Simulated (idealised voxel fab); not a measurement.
process module | voxel transistor to metal
cross-section cut | 160 nm wide | cells 5 nm
A cross-section is a grid of square cells, given in bands from the top down. A band is one or more rows of cells.
Each band's line starts with the height of the band's top and of its bottom, in nm. Then come its materials from left to right, each with its width in nm. One material with "throughout" fills the band from edge to edge. "air" is empty space.
Height 0 is the level under which the wafer as received is all one material. The lowest band goes on downwards, as in "0 down".
A width such as "30 to 40" changes by the same amount from each row of cells to the next, from the band's top row to its bottom row.
"no change" after a step means that no cell of the cross-section changed.
closed voids: empty space of 8 cells or more with no open way to the top, each as width x height at its distance from the left edge, in nm
after a step's settings: what the simulator itself notes on the step
overlay nm, on a step with a mask: how far to the right of its planned place the mask lay; to the left if negative
plan
1 op RECEIVE | material Si
2 op CONFORMAL_DEP | material SiO2 | thk nm 5
3 op CONFORMAL_DEP | material SiN | thk nm 10
4 op MASKED_ETCH | tone cover | mask id ACTIVE | width nm 110 | etch materials SiN | depth nm 10 | overlay nm 0
5 op MASKED_ETCH | tone cover | mask id ACTIVE | width nm 110 | etch materials SiO2 | depth nm 5 | overlay nm 0
6 op MASKED_ETCH | tone cover | mask id ACTIVE | width nm 110 | etch materials Si | depth nm 35 | overlay nm 0
7 op OXIDIZE | depth nm 5
8 op FILL_DEP | material SiO2 | thk nm 5
9 op CMP | height nm 15
10 op SELECTIVE_ETCH | etch materials SiO2 | depth nm 10
11 op STRIP | etch materials SiN
12 op SELECTIVE_ETCH | etch materials SiO2 | depth nm 5
13 op OXIDIZE | depth nm 5
14 op DIRECTIONAL_DEP | material polySi | thk nm 20
15 op DIRECTIONAL_DEP | material SiCN | thk nm 10
16 op MASKED_ETCH | tone cover | mask id GATE | width nm 20 | etch materials SiCN | depth nm 20 | overlay nm 0
17 op MASKED_ETCH | tone cover | mask id GATE | width nm 20 | etch materials polySi | depth nm 30 | overlay nm 0
18 op CONFORMAL_DEP | material SiN | thk nm 10
19 op DIRECTIONAL_ETCH | etch materials SiN | depth nm 10
20 op DIRECTIONAL_ETCH | etch materials SiO2 | depth nm 5
21 op DIRECTIONAL_ETCH | etch materials Si | depth nm 10
22 op EPI | material nSi | thk nm 10
23 op FILL_DEP | material SiO2 | thk nm 10
24 op CMP | height nm 30
25 op DIRECTIONAL_DEP | material SiO2 | thk nm 15
26 op MASKED_ETCH | tone open | mask id CONTACT | width nm 30 | pitch nm 60 | etch materials SiO2 | depth nm 50 | overlay nm 0
27 op CONFORMAL_DEP | material TiN | thk nm 5
28 op FILL_DEP | material W | thk nm 10
29 op CMP | height nm 45
30 op DIRECTIONAL_DEP | material TiN | thk nm 5
31 op DIRECTIONAL_DEP | material W | thk nm 25
32 op PATTERN | tone cover | mask id METAL_1 | material resist | width nm 20 | pitch nm 70 | thk nm 15 | overlay nm 0
33 op DIRECTIONAL_ETCH | etch materials W | depth nm 25
34 op DIRECTIONAL_ETCH | etch materials TiN | depth nm 5
35 op STRIP | etch materials resist
36 op CONFORMAL_DEP | material SiCN | thk nm 5
37 op FILL_DEP | material SiO2 | thk nm 5
38 op CMP | height nm 75
39 op CONFORMAL_DEP | material SiCN | thk nm 5
varied across the wafers: depth nm of step 20. The plan shows the first wafer's value. All wafers start alike
first wafer as received, after step 1
  0 down: Si throughout
  closed voids: none
first wafer at the end, after step 39
  80 to 75: SiCN throughout
  75 to 50: SiO2 30 | SiCN 5 | W 20 | SiCN 5 | SiO2 40 | SiCN 5 | W 20 | SiCN 5 | SiO2 30
  50 to 45: SiCN 35 | TiN 20 | SiCN 50 | TiN 20 | SiCN 35
  45 to 35: SiO2 35 | TiN 5 | W 20 | TiN 5 | SiO2 30 | TiN 5 | W 20 | TiN 5 | SiO2 35
  35 to 30: SiO2 35 | TiN 5 | W 15 | TiN 10 | SiO2 30 | TiN 10 | W 15 | TiN 5 | SiO2 35
  30 to 20: SiO2 35 | TiN 5 | W 15 | TiN 5 | SiN 10 | SiCN 20 | SiN 10 | TiN 5 | W 15 | TiN 5 | SiO2 35
  20 to 10: SiO2 35 | TiN 5 | W 15 | TiN 5 | SiN 10 | polySi 20 | SiN 10 | TiN 5 | W 15 | TiN 5 | SiO2 35
  10 to 5: SiO2 35 | TiN 5 | W 5 | TiN 15 | SiN 10 | polySi 20 | SiN 10 | TiN 15 | W 5 | TiN 5 | SiO2 35
  5 to 0: SiO2 35 | TiN 5 | W 5 | TiN 5 | nSi 10 | SiN 10 | polySi 20 | SiN 10 | nSi 10 | TiN 5 | W 5 | TiN 5 | SiO2 35
  0 to -5: SiO2 35 | TiN 15 | nSi 10 | SiO2 40 | nSi 10 | TiN 15 | SiO2 35
  -5 to -15: SiO2 30 | nSi 30 | Si 40 | nSi 30 | SiO2 30
  -15 to -40: SiO2 30 | Si 100 | SiO2 30
  -40 down: Si throughout
  closed voids: none
last wafer at the end
  80 to 75: SiCN throughout
  75 to 50: SiO2 30 | SiCN 5 | W 20 | SiCN 5 | SiO2 40 | SiCN 5 | W 20 | SiCN 5 | SiO2 30
  50 to 45: SiCN 35 | TiN 20 | SiCN 50 | TiN 20 | SiCN 35
  45 to 35: SiO2 35 | TiN 5 | W 20 | TiN 5 | SiO2 30 | TiN 5 | W 20 | TiN 5 | SiO2 35
  35 to 30: SiO2 35 | TiN 5 | W 15 | TiN 10 | SiO2 30 | TiN 10 | W 15 | TiN 5 | SiO2 35
  30 to 20: SiO2 35 | TiN 5 | W 15 | TiN 5 | SiN 10 | SiCN 20 | SiN 10 | TiN 5 | W 15 | TiN 5 | SiO2 35
  20 to 10: SiO2 35 | TiN 5 | W 15 | TiN 5 | SiN 10 | polySi 20 | SiN 10 | TiN 5 | W 15 | TiN 5 | SiO2 35
  10 to 5: SiO2 35 | TiN 5 | W 5 | TiN 15 | SiN 10 | polySi 20 | SiN 10 | TiN 15 | W 5 | TiN 5 | SiO2 35
  5 to 0: SiO2 35 | TiN 5 | W 5 | TiN 5 | nSi 10 | SiN 10 | polySi 20 | SiN 10 | nSi 10 | TiN 5 | W 5 | TiN 5 | SiO2 35
  0 to -5: SiO2 35 | TiN 15 | nSi 10 | SiO2 40 | nSi 10 | TiN 15 | SiO2 35
  -5 to -15: SiO2 20 | nSi 40 | Si 40 | nSi 40 | SiO2 20
  -15 to -20: SiO2 20 | nSi 10 | Si 100 | nSi 10 | SiO2 20
  -20 to -40: SiO2 30 | Si 100 | SiO2 30
  -40 down: Si throughout
  closed voids: none
each wafer at the end: cells of each material gained (+) or lost (-) since it was received, then its closed voids
depth nm 5 | -140 Si | +84 SiCN | +24 SiN | +350 SiO2 | +56 TiN | +90 W | +32 nSi | +16 polySi | closed voids: none
depth nm 10 | -140 Si | +84 SiCN | +24 SiN | +348 SiO2 | +56 TiN | +90 W | +34 nSi | +16 polySi | closed voids: none
depth nm 15 | -140 Si | +84 SiCN | +24 SiN | +342 SiO2 | +56 TiN | +90 W | +40 nSi | +16 polySi | closed voids: none
depth nm 20 | -140 Si | +84 SiCN | +24 SiN | +338 SiO2 | +56 TiN | +90 W | +44 nSi | +16 polySi | closed voids: none
